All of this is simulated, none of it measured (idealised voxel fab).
Process module name: voxel gate over fins
Square cells of 5 nm make up the cross-section cut, whose width is 260 nm.
Square cells in a grid make up a cross-section in this document, and the grid is given as bands, listed from the top down, each one or more rows of cells.
The band entry comprises the height of the band's top followed by the height of its bottom, expressed in nm, and subsequently the band's materials from left to right, each stated together with its width in nm. Where a single material is marked with the word "throughout", that material fills the band from edge to edge. The word "empty" represents empty space.
Height reference: 0 = level under which incoming wafer is all one material. Lowest band: no bottom, runs on downward, e.g. "from 0 down".
Width spec "30..40" -> top row of cells at first value, bottom row at second value, equal per-row change in between.
"remains unaltered" means the step left every cell of the cross-section as it was.
Basically, "Cavities, sealed" tells you about the enclosed voids: empty spaces with no open way to the top, 8 cells or bigger, each written width x height at distance, where distance is from the left edge, all in nm.
On each step's line, the part that comes after the settings is the simulator's own comment on the step.
overlay nm: mask right of planned place by this much (step with mask). Neg. = left.
# The following list gives the planned process steps
1. RECEIVE [material Si]
2. CONFORMAL_DEP [material SiN] [thk nm 5]
3. MASKED_ETCH [tone cover] [mask id FINS] [width nm 15] [pitch nm 60] [etch materials SiN] [depth nm 5] [overlay nm 0]
4. MASKED_ETCH [tone cover] [mask id FINS] [width nm 15] [pitch nm 60] [etch materials Si] [depth nm 35] [overlay nm 0]
5. OXIDIZE [depth nm 5]
6. FILL_DEP [material SiO2] [thk nm 5]
7. CMP [height nm 5]
8. MASKED_ETCH [tone open] [mask id RAIL] [width nm 15] [etch materials SiO2] [depth nm 25] [overlay nm 0]
9. CONFORMAL_DEP [material TiN] [thk nm 5]
10. FILL_DEP [material Ru] [thk nm 10]
11. CMP [height nm 5]
12. SELECTIVE_ETCH [etch materials W Ru TiN] [depth nm 20]
13. FILL_DEP [material SiO2] [thk nm 5]
14. CMP [height nm 5]
15. SELECTIVE_ETCH [etch materials SiO2] [depth nm 15]
16. STRIP [etch materials SiN]
17. CONFORMAL_DEP [material HfO2] [thk nm 5]
18. CONFORMAL_DEP [material TiN] [thk nm 5]
19. FILL_DEP [material W] [thk nm 15]
20. CMP [height nm 20]
21. CONFORMAL_DEP [material SiN] [thk nm 10]
Split variable: depth nm, step 8. Plan value = first wafer. Wafers start alike.
# Cross-section: the first of several wafers in its as-received state, i.e. following step 1
  from 0 down  Si throughout
  Cavities, sealed: none
# Every row in this table is a wafer at the end of the module, and it gives, for each of the materials, the cells that wafer has gained (+) or lost (-) since it was received, then its closed voids
depth nm 25, +64 HfO2, -392 Si, +104 SiN, +291 SiO2, +67 TiN, +178 W, Cavities, sealed: none
depth nm 30, +64 HfO2, +1 Ru, -392 Si, +104 SiN, +288 SiO2, +69 TiN, +178 W, Cavities, sealed: none
depth nm 35, +64 HfO2, +2 Ru, -392 Si, +104 SiN, +285 SiO2, +71 TiN, +178 W, Cavities, sealed: none
depth nm 40, +64 HfO2, +3 Ru, -392 Si, +104 SiN, +282 SiO2, +73 TiN, +178 W, Cavities, sealed: none
depth nm 45, +64 HfO2, +4 Ru, -392 Si, +104 SiN, +279 SiO2, +75 TiN, +178 W, Cavities, sealed: none
depth nm 50, +64 HfO2, +4 Ru, -392 Si, +104 SiN, +279 SiO2, +75 TiN, +178 W, Cavities, sealed: none
